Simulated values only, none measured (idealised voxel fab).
This section sets out a process module, namely voxel released beams.
It is cross-section cut that appears here, measuring 220 nm in width, its square cells being 5 nm in size.
Cross-section layout: square cells on a grid; listed as bands, top to bottom; a band spans one or more cell rows. For a band, the entry starts with two heights in nm, that of the top and then that of the bottom, and carries on with the band's materials in order from left to right, each alongside its width in nm; the word "all across" beside a single material means it fills the band edge to edge, and "blank" means empty space. Heights are reckoned from 0. Under this level, the received wafer is all of one material. The bottommost band is open-ended downward, for example "0 and below". The width entry "30..40" should be interpreted row by row: the top row of cells in the band takes the first number, the bottom row takes the second number, and the change between adjacent rows is uniform throughout. A step reported as "no alteration" is a step in which no cell of the cross-section changed. "Enclosed empty spaces" means: voids of 8 cells or more that are shut off from the top with no open way through. Written width x height at distance, distance from the left edge, in nm. Read whatever lies past the settings on a step's line as the simulator's own remark about the step. "overlay nm" on a masked step: distance the mask lay right of its planned place, negative for left.
### Steps planned for the process
step 1: RECEIVE with material Si
step 2: CONFORMAL_DEP with material Al2O3, thk nm 5
step 3: DIRECTIONAL_DEP with material SiO2, thk nm 10
step 4: DIRECTIONAL_DEP with material aC, thk nm 15
step 5: PATTERN with tone open, mask id ANCHOR, material resist, width nm 35, thk nm 35, overlay nm 0
step 6: DIRECTIONAL_ETCH with etch materials aC, depth nm 15
step 7: STRIP with etch materials resist
step 8: DIRECTIONAL_ETCH with etch materials SiO2, depth nm 10
step 9: STRIP with etch materials aC
step 10: CONFORMAL_DEP with material polySi, thk nm 10
step 11: DIRECTIONAL_DEP with material aC, thk nm 15
step 12: PATTERN with tone cover, mask id BEAM, material resist, width nm 85, thk nm 30, overlay nm 0
step 13: DIRECTIONAL_ETCH with etch materials aC, depth nm 15
step 14: STRIP with etch materials resist
step 15: DIRECTIONAL_ETCH with etch materials polySi, depth nm 10
step 16: STRIP with etch materials aC
step 17: STRIP with etch materials SiO2
### The following pertains to the first of two wafers, which was processed as planned
### Cross-section of the wafer as it came to us, i.e., already through step 1
- 0 and below | Si all across
- Enclosed empty spaces: none
### So this is the wafer cross-section right after step 2
- 5 down to 0 | Al2O3 all across
- Everything under 0 stays put, no change at all.
### So this is the wafer cross-section right after step 3
- 15 down to 5 | SiO2 all across
- Everything under 5 stays put, no change at all.
### So this is the wafer cross-section right after step 4
- 30 down to 15 | aC all across
- Everything under 15 stays put, no change at all.
### So this is the wafer cross-section right after step 5
- 65 down to 30 | 70 nm resist, 35 nm blank, 115 nm resist
- Everything under 30 stays put, no change at all.
### So this is the wafer cross-section right after step 6
- 50 down to 30 | 70 nm resist, 35 nm blank, 115 nm resist
- 30 down to 15 | 70 nm aC, 35 nm blank, 115 nm aC
- Everything under 15 stays put, no change at all.
### So this is the wafer cross-section right after step 7
- 30 down to 15 | 70 nm aC, 35 nm blank, 115 nm aC
- Everything under 15 stays put, no change at all.
### So this is the wafer cross-section right after step 8
- 30 down to 15 | 70 nm aC, 35 nm blank, 115 nm aC
- 15 down to 5 | 70 nm SiO2, 35 nm blank, 115 nm SiO2
- Everything under 5 stays put, no change at all.
### So this is the wafer cross-section right after step 9
- 15 down to 5 | 70 nm SiO2, 35 nm blank, 115 nm SiO2
- Everything under 5 stays put, no change at all.
### So this is the wafer cross-section right after step 10
- 25 down to 15 | 80 nm polySi, 15 nm blank, 125 nm polySi
- 15 down to 5 | 70 nm SiO2, 35 nm polySi, 115 nm SiO2
- Everything under 5 stays put, no change at all.
### So this is the wafer cross-section right after step 11
- 40 down to 30 | 80 nm aC, 15 nm blank, 125 nm aC
- 30 down to 25 | aC all across
- 25 down to 15 | 80 nm polySi, 15 nm aC, 125 nm polySi
- Everything under 15 stays put, no change at all.
### So this is the wafer cross-section right after step 12
- 70 down to 40 | 65 nm blank, 85 nm resist, 70 nm blank
- 40 down to 30 | 80 nm aC, 15 nm resist, 125 nm aC
- Everything under 30 stays put, no change at all.
### So this is the wafer cross-section right after step 13
- 55 down to 40 | 65 nm blank, 85 nm resist, 70 nm blank
- 40 down to 30 | 65 nm blank, 15 nm aC, 15 nm resist, 55 nm aC, 70 nm blank
- 30 down to 25 | 65 nm blank, 85 nm aC, 70 nm blank
- Everything under 25 stays put, no change at all.
### So this is the wafer cross-section right after step 14
- 40 down to 30 | 65 nm blank, 15 nm aC, 15 nm blank, 55 nm aC, 70 nm blank
- Everything under 30 stays put, no change at all.
### So this is the wafer cross-section right after step 15
- 40 down to 30 | 65 nm blank, 15 nm aC, 15 nm blank, 55 nm aC, 70 nm blank
- 30 down to 25 | 65 nm blank, 85 nm aC, 70 nm blank
- 25 down to 15 | 65 nm blank, 15 nm polySi, 15 nm aC, 55 nm polySi, 70 nm blank
- Everything under 15 stays put, no change at all.
### So this is the wafer cross-section right after step 16
- 25 down to 15 | 65 nm blank, 15 nm polySi, 15 nm blank, 55 nm polySi, 70 nm blank
- Everything under 15 stays put, no change at all.
### So this is the wafer cross-section right after step 17
- 25 down to 15 | 65 nm blank, 15 nm polySi, 15 nm blank, 55 nm polySi, 70 nm blank
- 15 down to 5 | 70 nm blank, 35 nm polySi, 115 nm blank
- Everything under 5 stays put, no change at all.
### The second wafer began exactly as the first did and followed the same plan, but one mistake was made while running it; through step 4 inclusive, the two wafers are identical
### Second wafer, cut view, end of step 5 per plan
- 65 down to 30 | 70 nm blank, 35 nm resist, 115 nm blank
- Everything under 30 stays put, no change at all.
### Second wafer, cut view, end of step 6 per plan
- 50 down to 30 | 70 nm blank, 35 nm resist, 115 nm blank
- 30 down to 15 | 70 nm blank, 35 nm aC, 115 nm blank
- Everything under 15 stays put, no change at all.
### Second wafer, cut view, end of step 7 per plan
- 30 down to 15 | 70 nm blank, 35 nm aC, 115 nm blank
- Everything under 15 stays put, no change at all.
### Second wafer, cut view, end of step 8 per plan
- 30 down to 15 | 70 nm blank, 35 nm aC, 115 nm blank
- 15 down to 5 | 70 nm blank, 35 nm SiO2, 115 nm blank
- Everything under 5 stays put, no change at all.
### Second wafer, cut view, end of step 9 per plan
- 15 down to 5 | 70 nm blank, 35 nm SiO2, 115 nm blank
- Everything under 5 stays put, no change at all.
### Second wafer, cut view, end of step 10 per plan
- 25 down to 15 | 60 nm blank, 55 nm polySi, 105 nm blank
- 15 down to 5 | 70 nm polySi, 35 nm SiO2, 115 nm polySi
- Everything under 5 stays put, no change at all.
### Second wafer, cut view, end of step 11 per plan
- 40 down to 30 | 60 nm blank, 55 nm aC, 105 nm blank
- 30 down to 25 | aC all across
- 25 down to 15 | 60 nm aC, 55 nm polySi, 105 nm aC
- Everything under 15 stays put, no change at all.
### Second wafer, cut view, end of step 12 per plan
- 70 down to 40 | 65 nm blank, 85 nm resist, 70 nm blank
- 40 down to 30 | 60 nm blank, 55 nm aC, 35 nm resist, 70 nm blank
- Everything under 30 stays put, no change at all.
### Second wafer, cut view, end of step 13 per plan
- 55 down to 40 | 65 nm blank, 85 nm resist, 70 nm blank
- 40 down to 30 | 65 nm blank, 50 nm aC, 35 nm resist, 70 nm blank
- 30 down to 25 | 65 nm blank, 85 nm aC, 70 nm blank
- 25 down to 15 | 60 nm blank, 55 nm polySi, 35 nm aC, 70 nm blank
- Everything under 15 stays put, no change at all.
### Second wafer, cut view, end of step 14 per plan
- 40 down to 30 | 65 nm blank, 50 nm aC, 105 nm blank
- Everything under 30 stays put, no change at all.
### Second wafer, cut view, end of step 15 per plan
- 40 down to 30 | 65 nm blank, 50 nm aC, 105 nm blank
- 30 down to 25 | 65 nm blank, 85 nm aC, 70 nm blank
- 25 down to 15 | 65 nm blank, 50 nm polySi, 35 nm aC, 70 nm blank
- 15 down to 5 | 60 nm blank, 10 nm polySi, 35 nm SiO2, 45 nm polySi, 70 nm blank
- Everything under 5 stays put, no change at all.
### Second wafer, cut view, end of step 16 per plan
- 25 down to 15 | 65 nm blank, 50 nm polySi, 105 nm blank
- Everything under 15 stays put, no change at all.
Second wafer, cut view, end of step 17 per plan: no alteration
It is concluded that the wafer was processed incorrectly with respect to the plan, in that step 5 did not happen as planned, as run it was PATTERN with tone cover, mask id ANCHOR, material resist, width nm 35, thk nm 35, overlay nm 0
FYI, end of process, the second wafer has more or fewer cells of some materials than the first: +14 SiO2
